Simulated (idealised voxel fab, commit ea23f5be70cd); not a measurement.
The document below concerns the process module designated voxel spacer lines.
This is section cut - it's 160 nm across, gridded in 5 nm square cells.
A cross-section is a grid of square cells, given in bands from the top down. A band is one or more rows of cells. Heights first: top, then bottom, in nm. Then materials, left to right, each with a width in nm. "edge to edge" on a single material: fills the band edge to edge. "blank": empty space. Height 0 is the level under which the wafer as received is all one material. The lowest band goes on downwards, as in "0 -> down". Quick explanation for "30 to 40": the width changes in equal steps down the rows of cells, from the first number in the band's top row to the second number in its bottom row. Reading "nothing altered" for a step: not a cell of the cross-section changed in it. What "Cavities, closed" gives you is every empty space of 8 cells or more that is cut off from the top. Each appears as width x height at distance, with the distance taken from the left edge and width, height and distance all in nm. Anything after a step's settings on that line? It's the simulator's own note about the step. overlay nm: step with mask; distance mask lay right of planned place; negative value = left of planned place.
Plan:
- 1: RECEIVE | material Si
- 2: CONFORMAL_DEP | material Al2O3 | thk nm 5
- 3: DIRECTIONAL_DEP | material TiN | thk nm 15
- 4: DIRECTIONAL_DEP | material polySi | thk nm 20
- 5: PATTERN | tone cover | mask id MANDREL | material resist | width nm 25 | pitch nm 80 | thk nm 30 | overlay nm 0
- 6: DIRECTIONAL_ETCH | etch materials polySi | depth nm 20
- 7: STRIP | etch materials resist
- 8: CONFORMAL_DEP | material SiO2 | thk nm 15
- 9: DIRECTIONAL_ETCH | etch materials SiO2 | depth nm 15
- 10: STRIP | etch materials polySi
- 11: DIRECTIONAL_ETCH | etch materials TiN | depth nm 15
- 12: STRIP | etch materials SiO2
- 13: FILL_DEP | material lowk | thk nm 10
- 14: CMP | height nm 20
Wafer as received: cross-section following step 1:
* 0 -> down = Si edge to edge
* Cavities, closed: none
The module was run from the start shown above using the plan shown above, but one mistake was made doing it; the resulting wafer cross-section is below:
* 20 -> 15 = 10 lowk | 15 TiN | 25 lowk | 15 TiN | 25 lowk | 15 TiN | 25 lowk | 15 TiN | 15 lowk
* 15 -> 0 = Al2O3 edge to edge
* 0 -> down = Si edge to edge
* Cavities, closed: none
Deviation from plan: step 2 ran with different settings than intended, the actual operation and settings being CONFORMAL_DEP | material Al2O3 | thk nm 15
